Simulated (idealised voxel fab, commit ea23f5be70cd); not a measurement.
The document below concerns the process module designated voxel self aligned contacts.
This is section cut - it's 160 nm across, gridded in 5 nm square cells.
We lay out every cross-section as a grid of square cells and spell it out in bands from the top down, where one band means one or more rows of cells.
First you get the band's top height and its bottom height, in nm, and then the materials it's made of, left to right, with each width in nm. If you see a single material with "edge to edge", that one covers the band edge to edge. "air" is empty space.
Heads up on the height convention: 0 is the point under which the incoming wafer is all one material, and the lowest band has no bottom, it just keeps going down, like "top 0, no bottom".
A two-number width, for instance "30..40", indicates that the width is equal to the first number in the top row of the band and to the second number in the bottom row, and that it changes by a constant amount per row of cells.
Where a step carries "all unchanged", the cross-section came out of it unchanged, cell for cell.
For the entry "Closed void inventory", the listed items are empty spaces with no open way to the top whose size is 8 cells or more; each item follows the pattern width x height at distance, where distance is from the left edge and all three are in nm.
That trailing text on a step's line, after the settings, is the simulator's own remark on the step.
You can add "overlay nm" to a step's line. For a step with a mask, it describes how far the mask lay to the right of its planned position, and a negative number describes a lay to the left.
### Process steps (planned)
step 1: op RECEIVE | material Si
step 2: op OXIDIZE | depth nm 5
step 3: op DIRECTIONAL_DEP | material polySi | thk nm 25
step 4: op DIRECTIONAL_DEP | material SiN | thk nm 20
step 5: op PATTERN | tone cover | mask id GATE | material resist | width nm 35 | pitch nm 70 | thk nm 15 | overlay nm 0
step 6: op DIRECTIONAL_ETCH | etch materials SiN | depth nm 20
step 7: op DIRECTIONAL_ETCH | etch materials polySi | depth nm 25
step 8: op STRIP | etch materials resist
step 9: op CONFORMAL_DEP | material SiN | thk nm 5
step 10: op DIRECTIONAL_ETCH | etch materials SiN | depth nm 5
step 11: op FILL_DEP | material SiO2 | thk nm 15
step 12: op CMP | height nm 50
step 13: op PATTERN | tone open | mask id CONTACT | material resist | width nm 45 | thk nm 15 | overlay nm 0
step 14: op DIRECTIONAL_ETCH | etch materials SiO2 | depth nm 55
step 15: op STRIP | etch materials resist
step 16: op CONFORMAL_DEP | material TiN | thk nm 5
step 17: op FILL_DEP | material Ru | thk nm 10
step 18: op CMP | height nm 50
step 19: op CONFORMAL_DEP | material SiN | thk nm 5
### The cross-section here shows the wafer as received, i.e. in its state after step 1
- top 0, no bottom = Si edge to edge
- Closed void inventory: none
### Looking at the first of two wafers in cross-section at end of module - ran to plan
- top 55, bottom 50 = SiN edge to edge
- top 50, bottom 45 = SiO2=55  TiN=15  Ru=15  TiN=15  SiO2=60
- top 45, bottom 25 = SiO2=20  SiN=45  TiN=5  Ru=15  TiN=5  SiN=45  SiO2=25
- top 25, bottom 0 = SiO2=20  SiN=5  polySi=35  SiN=5  TiN=5  Ru=15  TiN=5  SiN=5  polySi=35  SiN=5  SiO2=25
- top 0, bottom -5 = SiO2=65  TiN=25  SiO2=70
- top -5, no bottom = Si edge to edge
- Closed void inventory: none
### End of module, second wafer, cross-section. Started like the first, planned like the first, run with one mistake
- top 55, bottom 50 = SiN edge to edge
- top 50, bottom 45 = SiO2=55  TiN=45  SiO2=60
- top 45, bottom 25 = SiN=30  SiO2=25  SiN=45  SiO2=25  SiN=35
- top 25, bottom 0 = polySi=25  SiN=5  SiO2=25  SiN=5  polySi=35  SiN=5  SiO2=25  SiN=5  polySi=30
- top 0, bottom -5 = SiO2 edge to edge
- top -5, no bottom = Si edge to edge
- Closed void inventory: none
Deviation noted in wafer processing: step 5 off recipe, ran as op PATTERN | tone open | mask id GATE | material resist | width nm 35 | pitch nm 70 | thk nm 15 | overlay nm 0
Final difference in cells, second wafer against first, listed per material as more or fewer: -30 Ru, +16 SiN, +14 SiO2, -20 TiN, +20 polySi
